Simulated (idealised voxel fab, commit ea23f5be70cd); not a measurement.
process module | voxel capacitor over wiring
cross-section cut | 145 nm wide | cells 5 nm
A cross-section is a grid of square cells, given in bands from the top down. A band is one or more rows of cells.
Each band's line starts with the height of the band's top and of its bottom, in nm. Then come its materials from left to right, each with its width in nm. One material with "throughout" fills the band from edge to edge. "air" is empty space.
Height 0 is the level under which the wafer as received is all one material. The lowest band goes on downwards, as in "0 down".
A width such as "30 to 40" changes by the same amount from each row of cells to the next, from the band's top row to its bottom row.
"no change" after a step means that no cell of the cross-section changed.
closed voids: empty space of 8 cells or more with no open way to the top, each as width x height at its distance from the left edge, in nm
after a step's settings: what the simulator itself notes on the step
overlay nm, on a step with a mask: how far to the right of its planned place the mask lay; to the left if negative
plan
1 op RECEIVE | material Si
2 op CONFORMAL_DEP | material SiO2 | thk nm 15
3 op CONFORMAL_DEP | material SiN | thk nm 5
4 op DIRECTIONAL_DEP | material SiO2 | thk nm 15
5 op MASKED_ETCH | tone open | mask id METAL_1 | width nm 25 | pitch nm 75 | etch materials SiO2 | depth nm 15 | overlay nm 0
6 op MASKED_ETCH | tone open | mask id METAL_1 | width nm 25 | pitch nm 75 | etch materials SiN | depth nm 5 | overlay nm 0
7 op CONFORMAL_DEP | material TiN | thk nm 5
8 op FILL_DEP | material Ru | thk nm 10
9 op CMP | height nm 35
10 op CONFORMAL_DEP | material SiCN | thk nm 5
11 op DIRECTIONAL_DEP | material lowk | thk nm 15
12 op PATTERN | tone open | mask id PLUG_1 | material resist | width nm 15 | thk nm 15 | overlay nm 0
13 op DIRECTIONAL_ETCH | etch materials lowk | depth nm 15
14 op DIRECTIONAL_ETCH | etch materials SiCN | depth nm 5
15 op STRIP | etch materials resist
16 op EPI | material Ru | thk nm 10
17 op EPI | material Ru | thk nm 10
18 op DIRECTIONAL_DEP | material TiN | thk nm 5
19 op DIRECTIONAL_DEP | material HfO2 | thk nm 5
20 op DIRECTIONAL_DEP | material TiN | thk nm 10
21 op DIRECTIONAL_DEP | material aC | thk nm 15
22 op PATTERN | tone cover | mask id UPPER_PLATE | material resist | width nm 55 | thk nm 30 | overlay nm 0
23 op DIRECTIONAL_ETCH | etch materials aC | depth nm 15
24 op STRIP | etch materials resist
25 op DIRECTIONAL_ETCH | etch materials TiN | depth nm 10
26 op DIRECTIONAL_ETCH | etch materials HfO2 | depth nm 5
27 op STRIP | etch materials aC
28 op MASKED_ETCH | tone cover | mask id LOWER_PLATE | width nm 65 | etch materials TiN | depth nm 5 | overlay nm 0
29 op FILL_DEP | material SiO2 | thk nm 15
30 op CMP | height nm 85
31 op MASKED_ETCH | tone open | mask id PLUG_2 | width nm 15 | etch materials SiO2 | depth nm 10 | overlay nm 0
32 op CONFORMAL_DEP | material TiN | thk nm 5
33 op FILL_DEP | material W | thk nm 5
34 op CMP | height nm 85
35 op CONFORMAL_DEP | material SiN | thk nm 5
first wafer, as planned
as received, after step 1
  0 down: Si throughout
  closed voids: none
after step 2
  15 to 0: SiO2 throughout
  below 0: unchanged
after step 3
  20 to 15: SiN throughout
  below 15: unchanged
after step 4
  35 to 20: SiO2 throughout
  below 20: unchanged
after step 5
  35 to 20: SiO2 20 | air 25 | SiO2 50 | air 25 | SiO2 25
  below 20: unchanged
after step 6
  35 to 20: SiO2 20 | air 25 | SiO2 50 | air 25 | SiO2 25
  20 to 15: SiN 20 | air 25 | SiN 50 | air 25 | SiN 25
  below 15: unchanged
after step 7
  40 to 35: TiN 25 | air 15 | TiN 60 | air 15 | TiN 30
  35 to 20: SiO2 20 | TiN 5 | air 15 | TiN 5 | SiO2 50 | TiN 5 | air 15 | TiN 5 | SiO2 25
  20 to 15: SiN 20 | TiN 25 | SiN 50 | TiN 25 | SiN 25
  below 15: unchanged
after step 8
  50 to 40: Ru throughout
  40 to 35: TiN 25 | Ru 15 | TiN 60 | Ru 15 | TiN 30
  35 to 20: SiO2 20 | TiN 5 | Ru 15 | TiN 5 | SiO2 50 | TiN 5 | Ru 15 | TiN 5 | SiO2 25
  below 20: unchanged
after step 9
  35 to 20: SiO2 20 | TiN 5 | Ru 15 | TiN 5 | SiO2 50 | TiN 5 | Ru 15 | TiN 5 | SiO2 25
  below 20: unchanged
after step 10
  40 to 35: SiCN throughout
  below 35: unchanged
after step 11
  55 to 40: lowk throughout
  below 40: unchanged
after step 12
  70 to 55: resist 30 | air 15 | resist 100
  below 55: unchanged
after step 13
  70 to 55: resist 30 | air 15 | resist 100
  55 to 40: lowk 30 | air 15 | lowk 100
  below 40: unchanged
after step 14
  70 to 55: resist 30 | air 15 | resist 100
  55 to 40: lowk 30 | air 15 | lowk 100
  40 to 35: SiCN 30 | air 15 | SiCN 100
  below 35: unchanged
after step 15
  55 to 40: lowk 30 | air 15 | lowk 100
  below 40: unchanged
after step 16
  55 to 45: lowk 30 | air 15 | lowk 100
  45 to 40: lowk 30 | Ru 15 | lowk 100
  40 to 35: SiCN 30 | Ru 15 | SiCN 100
  below 35: unchanged
after step 17
  55 to 40: lowk 30 | Ru 15 | lowk 100
  below 40: unchanged
after step 18
  60 to 55: TiN throughout
  below 55: unchanged
after step 19
  65 to 60: HfO2 throughout
  below 60: unchanged
after step 20
  75 to 65: TiN throughout
  below 65: unchanged
after step 21
  90 to 75: aC throughout
  below 75: unchanged
after step 22
  120 to 90: air 30 | resist 55 | air 60
  below 90: unchanged
after step 23
  105 to 90: air 30 | resist 55 | air 60
  90 to 75: air 30 | aC 55 | air 60
  below 75: unchanged
after step 24
  90 to 75: air 30 | aC 55 | air 60
  below 75: unchanged
after step 25
  90 to 75: air 30 | aC 55 | air 60
  75 to 65: air 30 | TiN 55 | air 60
  below 65: unchanged
after step 26
  90 to 75: air 30 | aC 55 | air 60
  75 to 65: air 30 | TiN 55 | air 60
  65 to 60: air 30 | HfO2 55 | air 60
  below 60: unchanged
after step 27
  75 to 65: air 30 | TiN 55 | air 60
  below 65: unchanged
after step 28
  75 to 65: air 30 | TiN 55 | air 60
  65 to 60: air 30 | HfO2 55 | air 60
  60 to 55: air 25 | TiN 65 | air 55
  below 55: unchanged
after step 29
  90 to 75: SiO2 throughout
  75 to 65: SiO2 30 | TiN 55 | SiO2 60
  65 to 60: SiO2 30 | HfO2 55 | SiO2 60
  60 to 55: SiO2 25 | TiN 65 | SiO2 55
  below 55: unchanged
after step 30
  85 to 75: SiO2 throughout
  below 75: unchanged
after step 31
  85 to 75: SiO2 40 | air 15 | SiO2 90
  below 75: unchanged
after step 32
  90 to 85: TiN 45 | air 5 | TiN 95
  85 to 80: SiO2 40 | TiN 5 | air 5 | TiN 5 | SiO2 90
  80 to 75: SiO2 40 | TiN 15 | SiO2 90
  below 75: unchanged
after step 33
  95 to 90: W throughout
  90 to 85: TiN 45 | W 5 | TiN 95
  85 to 80: SiO2 40 | TiN 5 | W 5 | TiN 5 | SiO2 90
  below 80: unchanged
after step 34
  85 to 80: SiO2 40 | TiN 5 | W 5 | TiN 5 | SiO2 90
  below 80: unchanged
after step 35
  90 to 85: SiN throughout
  below 85: unchanged
second wafer: like start, like plan, one mistake. Through step 32 it matches the first wafer
when step 33 should have ended
  95 to 90: SiN throughout
  90 to 85: TiN 45 | SiN 5 | TiN 95
  85 to 80: SiO2 40 | TiN 5 | SiN 5 | TiN 5 | SiO2 90
  below 80: unchanged
when step 34 should have ended
  85 to 80: SiO2 40 | TiN 5 | SiN 5 | TiN 5 | SiO2 90
  below 80: unchanged
when step 35 should have ended
  90 to 85: SiN throughout
  below 85: unchanged
what went wrong: step 33 ran as: op FILL_DEP | material SiN | thk nm 5
at the end the second wafer has, in cells: 1 more of SiN | 1 fewer of W
